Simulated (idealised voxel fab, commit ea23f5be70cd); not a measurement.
process module | voxel spacer lines
cross-section cut | 265 nm wide | cells 5 nm
A cross-section is a grid of square cells, given in bands from the top down. A band is one or more rows of cells.
Each band's line starts with the height of the band's top and of its bottom, in nm. Then come its materials from left to right, each with its width in nm. One material with "throughout" fills the band from edge to edge. "air" is empty space.
Height 0 is the level under which the wafer as received is all one material. The lowest band goes on downwards, as in "0 down".
A width such as "30 to 40" changes by the same amount from each row of cells to the next, from the band's top row to its bottom row.
"no change" after a step means that no cell of the cross-section changed.
closed voids: empty space of 8 cells or more with no open way to the top, each as width x height at its distance from the left edge, in nm
after a step's settings: what the simulator itself notes on the step
overlay nm, on a step with a mask: how far to the right of its planned place the mask lay; to the left if negative
plan
1 op RECEIVE | material Si
2 op CONFORMAL_DEP | material SiO2 | thk nm 5
3 op DIRECTIONAL_DEP | material TiN | thk nm 20
4 op DIRECTIONAL_DEP | material polySi | thk nm 25
5 op PATTERN | tone cover | mask id MANDREL | material resist | width nm 15 | pitch nm 60 | thk nm 35 | overlay nm 0
6 op DIRECTIONAL_ETCH | etch materials polySi | depth nm 25
7 op STRIP | etch materials resist
8 op CONFORMAL_DEP | material SiN | thk nm 15
9 op DIRECTIONAL_ETCH | etch materials SiN | depth nm 15
10 op STRIP | etch materials polySi
11 op DIRECTIONAL_ETCH | etch materials TiN | depth nm 20
12 op STRIP | etch materials SiN
varied across the wafers: width nm of step 5. The plan shows the first wafer's value. All wafers start alike
first wafer as received, after step 1
  0 down: Si throughout
  closed voids: none
first wafer at the end, after step 12
  25 to 5: air 80 | TiN 15 | air 15 | TiN 15 | air 15 | TiN 15 | air 15 | TiN 15 | air 80
  5 to 0: SiO2 throughout
  0 down: Si throughout
  closed voids: none
last wafer at the end
  25 to 5: air 75 | TiN 15 | air 30 | TiN 30 | air 30 | TiN 15 | air 70
  5 to 0: SiO2 throughout
  0 down: Si throughout
  closed voids: none
each wafer at the end: cells of each material gained (+) or lost (-) since it was received, then its closed voids
width nm 15 | +53 SiO2 | +48 TiN | closed voids: none
width nm 20 | +53 SiO2 | +48 TiN | closed voids: none
width nm 25 | +53 SiO2 | +48 TiN | closed voids: none
width nm 30 | +53 SiO2 | +48 TiN | closed voids: none
